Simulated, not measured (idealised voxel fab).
Herein follows the process module entitled voxel self aligned vias.
235 nm wide, 5 nm square cells: that's cross-section cut.
This document writes a cross-section as a grid whose cells are square, and gives it as bands, listed from the top down; one or more rows of cells form a band.
This entry defines a band. It first specifies the height of the band's top and the height of its bottom in nm, and then specifies the band's materials from left to right, stating each material with its width in nm. The word "all across" identifies a single material that fills the band from edge to edge, while the word "empty" identifies empty space.
Measure heights from 0. That's the level where, below it, the as-received wafer is all one material. The lowest band is bottomless and extends downward; write it as in "z 0 and below".
The width entry "30 to 40" should be interpreted row by row: the top row of cells in the band takes the first number, the bottom row takes the second number, and the change between adjacent rows is uniform throughout.
Where a step carries "nothing got changed", the cross-section came out of it unchanged, cell for cell.
"Enclosed internal voids": empty spaces of 8 cells or more with no open way to the top, each given as width x height at distance, distance from the left edge, all in nm.
Note: text after step settings on the step line = simulator remark on that step.
A step's line can hold "overlay nm"; with a mask on that step, the setting says how far right of the planned place the mask lay, while a negative setting says it lay to the left.

LISTED BELOW ARE THE PROCESS STEPS AS PLANNED
step 1: RECEIVE: material Si
step 2: CONFORMAL_DEP: material SiO2, thk nm 15
step 3: CONFORMAL_DEP: material SiCN, thk nm 5
step 4: DIRECTIONAL_DEP: material lowk, thk nm 30
step 5: DIRECTIONAL_DEP: material aC, thk nm 15
step 6: PATTERN: tone open, mask id LINES, material resist, width nm 20, pitch nm 60, thk nm 35, overlay nm 0
step 7: DIRECTIONAL_ETCH: etch materials aC, depth nm 15
step 8: STRIP: etch materials resist
step 9: DIRECTIONAL_ETCH: etch materials lowk, depth nm 30
step 10: STRIP: etch materials aC
step 11: CONFORMAL_DEP: material TiN, thk nm 5
step 12: FILL_DEP: material Ru, thk nm 5
step 13: CMP: height nm 50
step 14: SELECTIVE_ETCH: etch materials W Ru TiN, depth nm 5
step 15: FILL_DEP: material SiN, thk nm 5
step 16: CMP: height nm 50
step 17: DIRECTIONAL_DEP: material lowk, thk nm 20
step 18: PATTERN: tone open, mask id VIAS, material resist, width nm 30, pitch nm 60, thk nm 15, overlay nm 0
step 19: DIRECTIONAL_ETCH: etch materials lowk, depth nm 20
step 20: DIRECTIONAL_ETCH: etch materials SiN, depth nm 5
step 21: STRIP: etch materials resist
step 22: CONFORMAL_DEP: material TiN, thk nm 5
step 23: FILL_DEP: material Cu, thk nm 10
step 24: CMP: height nm 70
step 25: CONFORMAL_DEP: material SiCN, thk nm 5

AS RECEIVED (POST STEP 1): CROSS-SECTION
  z 0 and below | Si all across
  Enclosed internal voids: none

LOOK AT THE CROSS-SECTION AFTER THE MODULE: THE WAFER STARTED OUT THE WAY SHOWN ABOVE AND THE PLAN WAS THE ONE SHOWN ABOVE, YET ONE MISTAKE WAS MADE ALONG THE WAY
  z 75 to 70 | SiCN all across
  z 70 to 55 | 70 lowk; 5 TiN; 20 Cu; 5 TiN; 30 lowk; 5 TiN; 20 Cu; 5 TiN; 75 lowk
  z 55 to 50 | 70 lowk; 30 TiN; 30 lowk; 30 TiN; 75 lowk
  z 50 to 45 | SiCN all across
  z 45 to 15 | lowk all across
  z 15 to 0 | SiO2 all across
  z 0 and below | Si all across
  Enclosed internal voids: none
In executing the process, a mistake was made relative to the plan: the run placed steps 3 and 4 each in the position the plan gave to the other
